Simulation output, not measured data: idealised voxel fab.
The name of this process module is voxel transistor to metal.
This is section cut - it's 140 nm across, gridded in 5 nm square cells.
Each cross-section below is a grid of square cells, stated as bands in top-down order, with one or more rows of cells making up each band.
Per band: top height and bottom height in nm, followed by the left-to-right materials and their widths in nm; "throughout" marks a single material spanning edge to edge, "air" marks empty space.
Height reference: 0 = level under which incoming wafer is all one material. Lowest band: no bottom, runs on downward, e.g. "0 and below".
You'd read "30..40" like this: the band's top row of cells is as wide as the first number, its bottom row is as wide as the second, and going down, every row changes width by the same amount as the row before did.
Step note "nothing got changed" = no cross-section cell changed.
"Sealed internal cavities" means: voids of 8 cells or more that are shut off from the top with no open way through. Written width x height at distance, distance from the left edge, in nm.
The remark found on a step's line after its settings is issued by the simulator itself and pertains to that step.
The optional step-line setting "overlay nm" applies to steps with a mask and quantifies how far to the right of its planned location the mask lay, a negative value indicating leftward placement.
Guide to the pairs. Each holds a before and an after cross-section around one process step; the after cross-section is cut off at the lowest band that changed. Look under the pair for the step between them and its settings. Pairs can come from different runs of this module on the same starting wafer, so a pair follows on from the one above it only where its entry headed "Pre-step geometry" says it does.

Pre-step geometry
- 0 and below | Si throughout
- Sealed internal cavities: none

Structure After Step
- 5 down to 0 | SiO2 throughout
- Under 0: no change, same as before.
- Sealed internal cavities: none
The cross-sections above show the structure before and after this step: CONFORMAL_DEP (material SiO2; thk nm 5)

Pre-step geometry: just use the after drawing of the pair above as your starting point.

Structure After Step
- 15 down to 5 | SiN throughout
- Under 5: no change, same as before.
- Sealed internal cavities: none
The cross-sections above show the structure before and after this step: CONFORMAL_DEP (material SiN; thk nm 10)

Pre-step geometry: just use the after drawing of the pair above as your starting point.

Structure After Step
- 15 down to 5 | air 15, SiN 110, air 15
- Under 5: no change, same as before.
- Sealed internal cavities: none
The cross-sections above show the structure before and after this step: MASKED_ETCH (tone cover; mask id ACTIVE; width nm 110; etch materials SiN; depth nm 10; overlay nm 0)

Pre-step geometry: just use the after drawing of the pair above as your starting point.

Structure After Step
- 15 down to 5 | air 15, SiN 110, air 15
- 5 down to 0 | air 15, SiO2 110, air 15
- Under 0: no change, same as before.
- Sealed internal cavities: none
The cross-sections above show the structure before and after this step: MASKED_ETCH (tone cover; mask id ACTIVE; width nm 110; etch materials SiO2; depth nm 5; overlay nm 0)

Pre-step geometry: just use the after drawing of the pair above as your starting point.

Structure After Step
- 15 down to 5 | air 15, SiN 110, air 15
- 5 down to 0 | air 15, SiO2 110, air 15
- 0 down to -25 | air 15, Si 110, air 15
- Under -25: no change, same as before.
- Sealed internal cavities: none
The cross-sections above show the structure before and after this step: MASKED_ETCH (tone cover; mask id ACTIVE; width nm 110; etch materials Si; depth nm 25; overlay nm 0)

Pre-step geometry: just use the after drawing of the pair above as your starting point.

Structure After Step
- 25 down to 15 | SiO2 throughout
- 15 down to 5 | SiO2 15, SiN 110, SiO2 15
- 5 down to 0 | SiO2 throughout
- 0 down to -25 | SiO2 15, Si 110, SiO2 15
- Under -25: no change, same as before.
- Sealed internal cavities: none
The cross-sections above show the structure before and after this step: FILL_DEP (material SiO2; thk nm 10)

Pre-step geometry: just use the after drawing of the pair above as your starting point.

Structure After Step
- 15 down to 5 | SiO2 15, SiN 110, SiO2 15
- Under 5: no change, same as before.
- Sealed internal cavities: none
The cross-sections above show the structure before and after this step: CMP (height nm 15)

Pre-step geometry: just use the after drawing of the pair above as your starting point.

Structure After Step
- 15 down to 10 | air 15, SiN 110, air 15
- Under 10: no change, same as before.
- Sealed internal cavities: none
The cross-sections above show the structure before and after this step: SELECTIVE_ETCH (etch materials SiO2; depth nm 5)

Pre-step geometry: just use the after drawing of the pair above as your starting point.

Structure After Step
- 10 down to 5 | SiO2 15, air 110, SiO2 15
- Under 5: no change, same as before.
- Sealed internal cavities: none
The cross-sections above show the structure before and after this step: STRIP (etch materials SiN)

Pre-step geometry: just use the after drawing of the pair above as your starting point.

Structure After Step
- 5 down to 0 | SiO2 10, air 120, SiO2 10
- Under 0: no change, same as before.
- Sealed internal cavities: none
The cross-sections above show the structure before and after this step: SELECTIVE_ETCH (etch materials SiO2; depth nm 5)

Pre-step geometry: just use the after drawing of the pair above as your starting point.

Structure After Step
- 5 down to 0 | SiO2 10, air 120, SiO2 10
- 0 down to -5 | SiO2 throughout
- Under -5: no change, same as before.
- Sealed internal cavities: none
The cross-sections above show the structure before and after this step: OXIDIZE (depth nm 5)

Pre-step geometry: just use the after drawing of the pair above as your starting point.

Structure After Step
- 25 down to 20 | polySi 10, air 120, polySi 10
- 20 down to 5 | polySi throughout
- 5 down to 0 | SiO2 10, polySi 120, SiO2 10
- Under 0: no change, same as before.
- Sealed internal cavities: none
The cross-sections above show the structure before and after this step: DIRECTIONAL_DEP (material polySi; thk nm 20)

Pre-step geometry: just use the after drawing of the pair above as your starting point.

Structure After Step
- 40 down to 35 | SiCN 10, air 120, SiCN 10
- 35 down to 25 | SiCN throughout
- 25 down to 20 | polySi 10, SiCN 120, polySi 10
- Under 20: no change, same as before.
- Sealed internal cavities: none
The cross-sections above show the structure before and after this step: DIRECTIONAL_DEP (material SiCN; thk nm 15)

Pre-step geometry: just use the after drawing of the pair above as your starting point.

Structure After Step
- 55 down to 40 | air 60, resist 20, air 60
- 40 down to 35 | SiCN 10, air 50, resist 20, air 50, SiCN 10
- Under 35: no change, same as before.
- Sealed internal cavities: none
The cross-sections above show the structure before and after this step: PATTERN (tone cover; mask id GATE; material resist; width nm 20; thk nm 15; overlay nm 0)

Pre-step geometry: just use the after drawing of the pair above as your starting point.

Structure After Step
- 55 down to 35 | air 60, resist 20, air 60
- 35 down to 25 | air 60, SiCN 20, air 60
- 25 down to 20 | polySi 10, air 50, SiCN 20, air 50, polySi 10
- Under 20: no change, same as before.
- Sealed internal cavities: none
The cross-sections above show the structure before and after this step: DIRECTIONAL_ETCH (etch materials SiCN; depth nm 25)

Pre-step geometry: just use the after drawing of the pair above as your starting point.

Structure After Step
- 55 down to 35 | air 60, resist 20, air 60
- 35 down to 20 | air 60, SiCN 20, air 60
- 20 down to 5 | air 60, polySi 20, air 60
- 5 down to 0 | SiO2 10, air 50, polySi 20, air 50, SiO2 10
- Under 0: no change, same as before.
- Sealed internal cavities: none
The cross-sections above show the structure before and after this step: DIRECTIONAL_ETCH (etch materials polySi; depth nm 30)

Pre-step geometry: just use the after drawing of the pair above as your starting point.

Structure After Step
- 35 down to 20 | air 60, SiCN 20, air 60
- Under 20: no change, same as before.
- Sealed internal cavities: none
The cross-sections above show the structure before and after this step: STRIP (etch materials resist)

Pre-step geometry: just use the after drawing of the pair above as your starting point.

Structure After Step
- 40 down to 35 | air 55, SiN 30, air 55
- 35 down to 20 | air 55, SiN 5, SiCN 20, SiN 5, air 55
- 20 down to 10 | air 55, SiN 5, polySi 20, SiN 5, air 55
- 10 down to 5 | SiN 15, air 40, SiN 5, polySi 20, SiN 5, air 40, SiN 15
- 5 down to 0 | SiO2 10, SiN 50, polySi 20, SiN 50, SiO2 10
- Under 0: no change, same as before.
- Sealed internal cavities: none
The cross-sections above show the structure before and after this step: CONFORMAL_DEP (material SiN; thk nm 5)

Pre-step geometry: just use the after drawing of the pair above as your starting point.

Structure After Step
- 35 down to 20 | air 55, SiN 5, SiCN 20, SiN 5, air 55
- 20 down to 5 | air 55, SiN 5, polySi 20, SiN 5, air 55
- 5 down to 0 | SiO2 10, SiN 5, air 40, SiN 5, polySi 20, SiN 5, air 40, SiN 5, SiO2 10
- Under 0: no change, same as before.
- Sealed internal cavities: none
The cross-sections above show the structure before and after this step: DIRECTIONAL_ETCH (etch materials SiN; depth nm 5)

Pre-step geometry: just use the after drawing of the pair above as your starting point.

Structure After Step
- 35 down to 20 | air 55, SiN 5, SiCN 20, SiN 5, air 55
- 20 down to 5 | air 55, SiN 5, polySi 20, SiN 5, air 55
- 5 down to 0 | air 10, SiN 5, air 40, SiN 5, polySi 20, SiN 5, air 40, SiN 5, air 10
- 0 down to -5 | SiO2 15, air 40, SiO2 30, air 40, SiO2 15
- Under -5: no change, same as before.
- Sealed internal cavities: none
The cross-sections above show the structure before and after this step: DIRECTIONAL_ETCH (etch materials SiO2; depth nm 5)

Pre-step geometry: just use the after drawing of the pair above as your starting point.

Structure After Step
- 35 down to 20 | air 55, SiN 5, SiCN 20, SiN 5, air 55
- 20 down to 5 | air 55, SiN 5, polySi 20, SiN 5, air 55
- 5 down to 0 | air 10, SiN 5, air 40, SiN 5, polySi 20, SiN 5, air 40, SiN 5, air 10
- 0 down to -5 | SiO2 15, air 40, SiO2 30, air 40, SiO2 15
- -5 down to -10 | SiO2 15, air 40, Si 30, air 40, SiO2 15
- Under -10: no change, same as before.
- Sealed internal cavities: none
The cross-sections above show the structure before and after this step: DIRECTIONAL_ETCH (etch materials Si; depth nm 5)

Pre-step geometry: just use the after drawing of the pair above as your starting point.

Structure After Step
- 35 down to 20 | air 55, SiN 5, SiCN 20, SiN 5, air 55
- 20 down to 5 | air 55, SiN 5, polySi 20, SiN 5, air 55
- 5 down to 0 | air 10, SiN 5, air 40, SiN 5, polySi 20, SiN 5, air 40, SiN 5, air 10
- 0 down to -5 | SiO2 15, air 35, pSi 5, SiO2 30, pSi 5, air 35, SiO2 15
- -5 down to -10 | SiO2 15, pSi 40, Si 30, pSi 40, SiO2 15
- Under -10: no change, same as before.
- Sealed internal cavities: none
The cross-sections above show the structure before and after this step: EPI (material pSi; thk nm 5)

Pre-step geometry: just use the after drawing of the pair above as your starting point.

Structure After Step
- 45 down to 35 | SiO2 throughout
- 35 down to 20 | SiO2 55, SiN 5, SiCN 20, SiN 5, SiO2 55
- 20 down to 5 | SiO2 55, SiN 5, polySi 20, SiN 5, SiO2 55
- 5 down to 0 | SiO2 10, SiN 5, SiO2 40, SiN 5, polySi 20, SiN 5, SiO2 40, SiN 5, SiO2 10
- 0 down to -5 | SiO2 50, pSi 5, SiO2 30, pSi 5, SiO2 50
- Under -5: no change, same as before.
- Sealed internal cavities: none
The cross-sections above show the structure before and after this step: FILL_DEP (material SiO2; thk nm 10)

Pre-step geometry: just use the after drawing of the pair above as your starting point.

Structure After Step
- 35 down to 20 | SiO2 55, SiN 5, SiCN 20, SiN 5, SiO2 55
- Under 20: no change, same as before.
- Sealed internal cavities: none
The cross-sections above show the structure before and after this step: CMP (height nm 35)

Pre-step geometry: just use the after drawing of the pair above as your starting point.

Structure After Step
- 45 down to 35 | SiO2 throughout
- Under 35: no change, same as before.
- Sealed internal cavities: none
The cross-sections above show the structure before and after this step: DIRECTIONAL_DEP (material SiO2; thk nm 10)

Pre-step geometry: just use the after drawing of the pair above as your starting point.

Structure After Step
- 60 down to 45 | aC throughout
- Under 45: no change, same as before.
- Sealed internal cavities: none
The cross-sections above show the structure before and after this step: DIRECTIONAL_DEP (material aC; thk nm 15)

Pre-step geometry: just use the after drawing of the pair above as your starting point.

Structure After Step
- 95 down to 60 | resist 25, air 30, resist 30, air 30, resist 25
- Under 60: no change, same as before.
- Sealed internal cavities: none
The cross-sections above show the structure before and after this step: PATTERN (tone open; mask id CONTACT; material resist; width nm 30; pitch nm 60; thk nm 35; overlay nm 0)

Pre-step geometry: just use the after drawing of the pair above as your starting point.

Structure After Step
- 80 down to 60 | resist 25, air 30, resist 30, air 30, resist 25
- 60 down to 45 | aC 25, air 30, aC 30, air 30, aC 25
- Under 45: no change, same as before.
- Sealed internal cavities: none
The cross-sections above show the structure before and after this step: DIRECTIONAL_ETCH (etch materials aC; depth nm 15)

Pre-step geometry: just use the after drawing of the pair above as your starting point.

Structure After Step
- 60 down to 45 | aC 25, air 30, aC 30, air 30, aC 25
- Under 45: no change, same as before.
- Sealed internal cavities: none
The cross-sections above show the structure before and after this step: STRIP (etch materials resist)

Pre-step geometry: just use the after drawing of the pair above as your starting point.

Structure After Step
- 60 down to 45 | aC 25, air 30, aC 30, air 30, aC 25
- 45 down to 35 | SiO2 25, air 30, SiO2 30, air 30, SiO2 25
- 35 down to 20 | SiO2 25, air 30, SiN 5, SiCN 20, SiN 5, air 30, SiO2 25
- 20 down to 5 | SiO2 25, air 30, SiN 5, polySi 20, SiN 5, air 30, SiO2 25
- 5 down to 0 | SiO2 10, SiN 5, SiO2 10, air 30, SiN 5, polySi 20, SiN 5, air 30, SiO2 10, SiN 5, SiO2 10
- 0 down to -5 | SiO2 25, air 25, pSi 5, SiO2 30, pSi 5, air 25, SiO2 25
- Under -5: no change, same as before.
- Sealed internal cavities: none
The cross-sections above show the structure before and after this step: DIRECTIONAL_ETCH (etch materials SiO2; depth nm 50)

Pre-step geometry: just use the after drawing of the pair above as your starting point.

Structure After Step
- 45 down to 35 | SiO2 25, air 30, SiO2 30, air 30, SiO2 25
- Under 35: no change, same as before.
- Sealed internal cavities: none
The cross-sections above show the structure before and after this step: STRIP (etch materials aC)

Pre-step geometry: just use the after drawing of the pair above as your starting point.

Structure After Step
- 50 down to 45 | TiN 30, air 20, TiN 40, air 20, TiN 30
- 45 down to 35 | SiO2 25, TiN 5, air 20, TiN 5, SiO2 30, TiN 5, air 20, TiN 5, SiO2 25
- 35 down to 20 | SiO2 25, TiN 5, air 20, TiN 5, SiN 5, SiCN 20, SiN 5, TiN 5, air 20, TiN 5, SiO2 25
- 20 down to 5 | SiO2 25, TiN 5, air 20, TiN 5, SiN 5, polySi 20, SiN 5, TiN 5, air 20, TiN 5, SiO2 25
- 5 down to 0 | SiO2 10, SiN 5, SiO2 10, TiN 5, air 15, TiN 10, SiN 5, polySi 20, SiN 5, TiN 10, air 15, TiN 5, SiO2 10, SiN 5, SiO2 10
- 0 down to -5 | SiO2 25, TiN 25, pSi 5, SiO2 30, pSi 5, TiN 25, SiO2 25
- Under -5: no change, same as before.
- Sealed internal cavities: none
The cross-sections above show the structure before and after this step: CONFORMAL_DEP (material TiN; thk nm 5)

Pre-step geometry: just use the after drawing of the pair above as your starting point.

Structure After Step
- 55 down to 50 | W throughout
- 50 down to 45 | TiN 30, W 20, TiN 40, W 20, TiN 30
- 45 down to 35 | SiO2 25, TiN 5, W 20, TiN 5, SiO2 30, TiN 5, W 20, TiN 5, SiO2 25
- 35 down to 20 | SiO2 25, TiN 5, W 20, TiN 5, SiN 5, SiCN 20, SiN 5, TiN 5, W 20, TiN 5, SiO2 25
- 20 down to 5 | SiO2 25, TiN 5, W 20, TiN 5, SiN 5, polySi 20, SiN 5, TiN 5, W 20, TiN 5, SiO2 25
- 5 down to 0 | SiO2 10, SiN 5, SiO2 10, TiN 5, W 15, TiN 10, SiN 5, polySi 20, SiN 5, TiN 10, W 15, TiN 5, SiO2 10, SiN 5, SiO2 10
- Under 0: no change, same as before.
- Sealed internal cavities: none
The cross-sections above show the structure before and after this step: FILL_DEP (material W; thk nm 5)

Pre-step geometry: just use the after drawing of the pair above as your starting point.

Structure After Step
- 45 down to 35 | SiO2 25, TiN 5, W 20, TiN 5, SiO2 30, TiN 5, W 20, TiN 5, SiO2 25
- Under 35: no change, same as before.
- Sealed internal cavities: none
The cross-sections above show the structure before and after this step: CMP (height nm 45)

Pre-step geometry: just use the after drawing of the pair above as your starting point.

Structure After Step
- 50 down to 45 | TiN throughout
- Under 45: no change, same as before.
- Sealed internal cavities: none
The cross-sections above show the structure before and after this step: DIRECTIONAL_DEP (material TiN; thk nm 5)

Pre-step geometry: just use the after drawing of the pair above as your starting point.

Structure After Step
- 70 down to 50 | W throughout
- Under 50: no change, same as before.
- Sealed internal cavities: none
The cross-sections above show the structure before and after this step: DIRECTIONAL_DEP (material W; thk nm 20)

Pre-step geometry: just use the after drawing of the pair above as your starting point.

Structure After Step
- 70 down to 50 | air 25, W 15, air 60, W 15, air 25
- Under 50: no change, same as before.
- Sealed internal cavities: none
The cross-sections above show the structure before and after this step: MASKED_ETCH (tone cover; mask id METAL_1; width nm 15; pitch nm 75; etch materials W; depth nm 20; overlay nm 0)

Pre-step geometry: just use the after drawing of the pair above as your starting point.

Structure After Step
- 70 down to 50 | air 25, W 15, air 60, W 15, air 25
- 50 down to 45 | air 25, TiN 15, air 60, TiN 15, air 25
- Under 45: no change, same as before.
- Sealed internal cavities: none
The cross-sections above show the structure before and after this step: MASKED_ETCH (tone cover; mask id METAL_1; width nm 15; pitch nm 75; etch materials TiN; depth nm 5; overlay nm 0)

Pre-step geometry: just use the after drawing of the pair above as your starting point.

Structure After Step
- 75 down to 70 | air 20, SiN 25, air 50, SiN 25, air 20
- 70 down to 50 | air 20, SiN 5, W 15, SiN 5, air 50, SiN 5, W 15, SiN 5, air 20
- 50 down to 45 | SiN 25, TiN 15, SiN 60, TiN 15, SiN 25
- Under 45: no change, same as before.
- Sealed internal cavities: none
The cross-sections above show the structure before and after this step: CONFORMAL_DEP (material SiN; thk nm 5)

Pre-step geometry: just use the after drawing of the pair above as your starting point.

Structure After Step
- 80 down to 75 | SiO2 throughout
- 75 down to 70 | SiO2 20, SiN 25, SiO2 50, SiN 25, SiO2 20
- 70 down to 50 | SiO2 20, SiN 5, W 15, SiN 5, SiO2 50, SiN 5, W 15, SiN 5, SiO2 20
- Under 50: no change, same as before.
- Sealed internal cavities: none
The cross-sections above show the structure before and after this step: FILL_DEP (material SiO2; thk nm 5)

Pre-step geometry: just use the after drawing of the pair above as your starting point.

Structure After Step
- 70 down to 50 | SiO2 20, SiN 5, W 15, SiN 5, SiO2 50, SiN 5, W 15, SiN 5, SiO2 20
- Under 50: no change, same as before.
- Sealed internal cavities: none
The cross-sections above show the structure before and after this step: CMP (height nm 70)

Pre-step geometry: just use the after drawing of the pair above as your starting point.

Structure After Step
- 75 down to 70 | SiCN throughout
- Under 70: no change, same as before.
- Sealed internal cavities: none
The cross-sections above show the structure before and after this step: CONFORMAL_DEP (material SiCN; thk nm 5)

Pre-step geometry
- 0 and below | Si throughout
- Sealed internal cavities: none

Structure After Step
- 10 down to 0 | SiN throughout
- Under 0: no change, same as before.
- Sealed internal cavities: none
The cross-sections above show the structure before and after this step: CONFORMAL_DEP (material SiN; thk nm 10)

Pre-step geometry: just use the after drawing of the pair above as your starting point.

Structure After Step
- 10 down to 0 | air 15, SiN 110, air 15
- Under 0: no change, same as before.
- Sealed internal cavities: none
The cross-sections above show the structure before and after this step: MASKED_ETCH (tone cover; mask id ACTIVE; width nm 110; etch materials SiN; depth nm 10; overlay nm 0)

Pre-step geometry: just use the after drawing of the pair above as your starting point.

Structure After Step
- 10 down to 0 | air 15, SiN 110, air 15
- 0 down to -25 | air 15, Si 110, air 15
- Under -25: no change, same as before.
- Sealed internal cavities: none
The cross-sections above show the structure before and after this step: MASKED_ETCH (tone cover; mask id ACTIVE; width nm 110; etch materials Si; depth nm 25; overlay nm 0)

Pre-step geometry: just use the after drawing of the pair above as your starting point.

Structure After Step
- 20 down to 10 | SiO2 throughout
- 10 down to 0 | SiO2 15, SiN 110, SiO2 15
- 0 down to -25 | SiO2 15, Si 110, SiO2 15
- Under -25: no change, same as before.
- Sealed internal cavities: none
The cross-sections above show the structure before and after this step: FILL_DEP (material SiO2; thk nm 10)

Pre-step geometry: just use the after drawing of the pair above as your starting point.

Structure After Step
- 15 down to 10 | SiO2 throughout
- Under 10: no change, same as before.
- Sealed internal cavities: none
The cross-sections above show the structure before and after this step: CMP (height nm 15)

Pre-step geometry: just use the after drawing of the pair above as your starting point.

Structure After Step
- 10 down to 0 | SiO2 15, SiN 110, SiO2 15
- Under 0: no change, same as before.
- Sealed internal cavities: none
The cross-sections above show the structure before and after this step: SELECTIVE_ETCH (etch materials SiO2; depth nm 5)

Pre-step geometry: just use the after drawing of the pair above as your starting point.

Structure After Step
- 10 down to 0 | SiO2 15, air 110, SiO2 15
- Under 0: no change, same as before.
- Sealed internal cavities: none
The cross-sections above show the structure before and after this step: STRIP (etch materials SiN)

Pre-step geometry: just use the after drawing of the pair above as your starting point.

Structure After Step
- 5 down to 0 | SiO2 10, air 120, SiO2 10
- 0 down to -5 | SiO2 10, air 5, Si 110, air 5, SiO2 10
- Under -5: no change, same as before.
- Sealed internal cavities: none
The cross-sections above show the structure before and after this step: SELECTIVE_ETCH (etch materials SiO2; depth nm 5)

Pre-step geometry: just use the after drawing of the pair above as your starting point.

Structure After Step
- 5 down to 0 | SiO2 10, air 120, SiO2 10
- 0 down to -5 | SiO2 10, air 5, SiO2 110, air 5, SiO2 10
- -5 down to -10 | SiO2 20, Si 100, SiO2 20
- Under -10: no change, same as before.
- Sealed internal cavities: none
The cross-sections above show the structure before and after this step: OXIDIZE (depth nm 5)

Pre-step geometry: just use the after drawing of the pair above as your starting point.

Structure After Step
- 25 down to 20 | polySi 10, air 120, polySi 10
- 20 down to 15 | polySi 10, air 5, polySi 110, air 5, polySi 10
- 15 down to 5 | polySi throughout
- 5 down to 0 | SiO2 10, polySi 120, SiO2 10
- 0 down to -5 | SiO2 10, polySi 5, SiO2 110, polySi 5, SiO2 10
- Under -5: no change, same as before.
- Sealed internal cavities: none
The cross-sections above show the structure before and after this step: DIRECTIONAL_DEP (material polySi; thk nm 20)

Pre-step geometry: just use the after drawing of the pair above as your starting point.

Structure After Step
- 40 down to 35 | SiCN 10, air 120, SiCN 10
- 35 down to 30 | SiCN 10, air 5, SiCN 110, air 5, SiCN 10
- 30 down to 25 | SiCN throughout
- 25 down to 20 | polySi 10, SiCN 120, polySi 10
- 20 down to 15 | polySi 10, SiCN 5, polySi 110, SiCN 5, polySi 10
- Under 15: no change, same as before.
- Sealed internal cavities: none
The cross-sections above show the structure before and after this step: DIRECTIONAL_DEP (material SiCN; thk nm 15)

Pre-step geometry: just use the after drawing of the pair above as your starting point.

Structure After Step
- 55 down to 40 | air 60, resist 20, air 60
- 40 down to 35 | SiCN 10, air 50, resist 20, air 50, SiCN 10
- Under 35: no change, same as before.
- Sealed internal cavities: none
The cross-sections above show the structure before and after this step: PATTERN (tone cover; mask id GATE; material resist; width nm 20; thk nm 15; overlay nm 0)

Pre-step geometry: just use the after drawing of the pair above as your starting point.

Structure After Step
- 55 down to 35 | air 60, resist 20, air 60
- 35 down to 25 | air 60, SiCN 20, air 60
- 25 down to 20 | polySi 10, air 50, SiCN 20, air 50, polySi 10
- 20 down to 15 | polySi 10, air 5, polySi 110, air 5, polySi 10
- Under 15: no change, same as before.
- Sealed internal cavities: none
The cross-sections above show the structure before and after this step: DIRECTIONAL_ETCH (etch materials SiCN; depth nm 25)

Pre-step geometry: just use the after drawing of the pair above as your starting point.

Structure After Step
- 55 down to 35 | air 60, resist 20, air 60
- 35 down to 20 | air 60, SiCN 20, air 60
- 20 down to 5 | air 60, polySi 20, air 60
- 5 down to 0 | SiO2 10, air 50, polySi 20, air 50, SiO2 10
- 0 down to -5 | SiO2 10, air 5, SiO2 110, air 5, SiO2 10
- Under -5: no change, same as before.
- Sealed internal cavities: none
The cross-sections above show the structure before and after this step: DIRECTIONAL_ETCH (etch materials polySi; depth nm 30)

Pre-step geometry: just use the after drawing of the pair above as your starting point.

Structure After Step
- 35 down to 20 | air 60, SiCN 20, air 60
- Under 20: no change, same as before.
- Sealed internal cavities: none
The cross-sections above show the structure before and after this step: STRIP (etch materials resist)

Pre-step geometry: just use the after drawing of the pair above as your starting point.

Structure After Step
- 40 down to 35 | air 55, SiN 30, air 55
- 35 down to 20 | air 55, SiN 5, SiCN 20, SiN 5, air 55
- 20 down to 10 | air 55, SiN 5, polySi 20, SiN 5, air 55
- 10 down to 5 | SiN 15, air 40, SiN 5, polySi 20, SiN 5, air 40, SiN 15
- 5 down to 0 | SiO2 10, SiN 50, polySi 20, SiN 50, SiO2 10
- 0 down to -5 | SiO2 10, SiN 5, SiO2 110, SiN 5, SiO2 10
- Under -5: no change, same as before.
- Sealed internal cavities: none
The cross-sections above show the structure before and after this step: CONFORMAL_DEP (material SiN; thk nm 5)

Pre-step geometry: just use the after drawing of the pair above as your starting point.

Structure After Step
- 35 down to 20 | air 55, SiN 5, SiCN 20, SiN 5, air 55
- 20 down to 5 | air 55, SiN 5, polySi 20, SiN 5, air 55
- 5 down to 0 | SiO2 10, SiN 5, air 40, SiN 5, polySi 20, SiN 5, air 40, SiN 5, SiO2 10
- Under 0: no change, same as before.
- Sealed internal cavities: none
The cross-sections above show the structure before and after this step: DIRECTIONAL_ETCH (etch materials SiN; depth nm 5)

Pre-step geometry: just use the after drawing of the pair above as your starting point.

Structure After Step
- 35 down to 20 | air 55, SiN 5, SiCN 20, SiN 5, air 55
- 20 down to 5 | air 55, SiN 5, polySi 20, SiN 5, air 55
- 5 down to 0 | air 10, SiN 5, air 40, SiN 5, polySi 20, SiN 5, air 40, SiN 5, air 10
- 0 down to -5 | SiO2 10, SiN 5, air 40, SiO2 30, air 40, SiN 5, SiO2 10
- Under -5: no change, same as before.
- Sealed internal cavities: none
The cross-sections above show the structure before and after this step: DIRECTIONAL_ETCH (etch materials SiO2; depth nm 5)

Pre-step geometry: just use the after drawing of the pair above as your starting point.

Structure After Step
- 35 down to 20 | air 55, SiN 5, SiCN 20, SiN 5, air 55
- 20 down to 5 | air 55, SiN 5, polySi 20, SiN 5, air 55
- 5 down to 0 | air 10, SiN 5, air 40, SiN 5, polySi 20, SiN 5, air 40, SiN 5, air 10
- 0 down to -5 | SiO2 10, SiN 5, air 40, SiO2 30, air 40, SiN 5, SiO2 10
- -5 down to -10 | SiO2 20, air 35, Si 30, air 35, SiO2 20
- Under -10: no change, same as before.
- Sealed internal cavities: none
The cross-sections above show the structure before and after this step: DIRECTIONAL_ETCH (etch materials Si; depth nm 5)

Pre-step geometry: just use the after drawing of the pair above as your starting point.

Structure After Step
- 35 down to 20 | air 55, SiN 5, SiCN 20, SiN 5, air 55
- 20 down to 5 | air 55, SiN 5, polySi 20, SiN 5, air 55
- 5 down to 0 | air 10, SiN 5, air 40, SiN 5, polySi 20, SiN 5, air 40, SiN 5, air 10
- 0 down to -5 | SiO2 10, SiN 5, air 35, pSi 5, SiO2 30, pSi 5, air 35, SiN 5, SiO2 10
- -5 down to -10 | SiO2 20, pSi 35, Si 30, pSi 35, SiO2 20
- Under -10: no change, same as before.
- Sealed internal cavities: none
The cross-sections above show the structure before and after this step: EPI (material pSi; thk nm 5)

Pre-step geometry: just use the after drawing of the pair above as your starting point.

Structure After Step
- 45 down to 35 | SiO2 throughout
- 35 down to 20 | SiO2 55, SiN 5, SiCN 20, SiN 5, SiO2 55
- 20 down to 5 | SiO2 55, SiN 5, polySi 20, SiN 5, SiO2 55
- 5 down to 0 | SiO2 10, SiN 5, SiO2 40, SiN 5, polySi 20, SiN 5, SiO2 40, SiN 5, SiO2 10
- 0 down to -5 | SiO2 10, SiN 5, SiO2 35, pSi 5, SiO2 30, pSi 5, SiO2 35, SiN 5, SiO2 10
- Under -5: no change, same as before.
- Sealed internal cavities: none
The cross-sections above show the structure before and after this step: FILL_DEP (material SiO2; thk nm 10)

Pre-step geometry: just use the after drawing of the pair above as your starting point.

Structure After Step
- 35 down to 20 | SiO2 55, SiN 5, SiCN 20, SiN 5, SiO2 55
- Under 20: no change, same as before.
- Sealed internal cavities: none
The cross-sections above show the structure before and after this step: CMP (height nm 35)

Pre-step geometry: just use the after drawing of the pair above as your starting point.

Structure After Step
- 45 down to 35 | SiO2 throughout
- Under 35: no change, same as before.
- Sealed internal cavities: none
The cross-sections above show the structure before and after this step: DIRECTIONAL_DEP (material SiO2; thk nm 10)

Pre-step geometry: just use the after drawing of the pair above as your starting point.

Structure After Step
- 60 down to 45 | aC throughout
- Under 45: no change, same as before.
- Sealed internal cavities: none
The cross-sections above show the structure before and after this step: DIRECTIONAL_DEP (material aC; thk nm 15)

Pre-step geometry: just use the after drawing of the pair above as your starting point.

Structure After Step
- 95 down to 60 | resist 25, air 30, resist 30, air 30, resist 25
- Under 60: no change, same as before.
- Sealed internal cavities: none
The cross-sections above show the structure before and after this step: PATTERN (tone open; mask id CONTACT; material resist; width nm 30; pitch nm 60; thk nm 35; overlay nm 0)

Pre-step geometry: just use the after drawing of the pair above as your starting point.

Structure After Step
- 80 down to 60 | resist 25, air 30, resist 30, air 30, resist 25
- 60 down to 45 | aC 25, air 30, aC 30, air 30, aC 25
- Under 45: no change, same as before.
- Sealed internal cavities: none
The cross-sections above show the structure before and after this step: DIRECTIONAL_ETCH (etch materials aC; depth nm 15)

Pre-step geometry: just use the after drawing of the pair above as your starting point.

Structure After Step
- 60 down to 45 | aC 25, air 30, aC 30, air 30, aC 25
- Under 45: no change, same as before.
- Sealed internal cavities: none
The cross-sections above show the structure before and after this step: STRIP (etch materials resist)

Pre-step geometry: just use the after drawing of the pair above as your starting point.

Structure After Step
- 60 down to 45 | aC 25, air 30, aC 30, air 30, aC 25
- 45 down to 35 | SiO2 25, air 30, SiO2 30, air 30, SiO2 25
- 35 down to 20 | SiO2 25, air 30, SiN 5, SiCN 20, SiN 5, air 30, SiO2 25
- 20 down to 5 | SiO2 25, air 30, SiN 5, polySi 20, SiN 5, air 30, SiO2 25
- 5 down to 0 | SiO2 10, SiN 5, SiO2 10, air 30, SiN 5, polySi 20, SiN 5, air 30, SiO2 10, SiN 5, SiO2 10
- 0 down to -5 | SiO2 10, SiN 5, SiO2 10, air 25, pSi 5, SiO2 30, pSi 5, air 25, SiO2 10, SiN 5, SiO2 10
- Under -5: no change, same as before.
- Sealed internal cavities: none
The cross-sections above show the structure before and after this step: DIRECTIONAL_ETCH (etch materials SiO2; depth nm 50)

Pre-step geometry: just use the after drawing of the pair above as your starting point.

Structure After Step
- 45 down to 35 | SiO2 25, air 30, SiO2 30, air 30, SiO2 25
- Under 35: no change, same as before.
- Sealed internal cavities: none
The cross-sections above show the structure before and after this step: STRIP (etch materials aC)
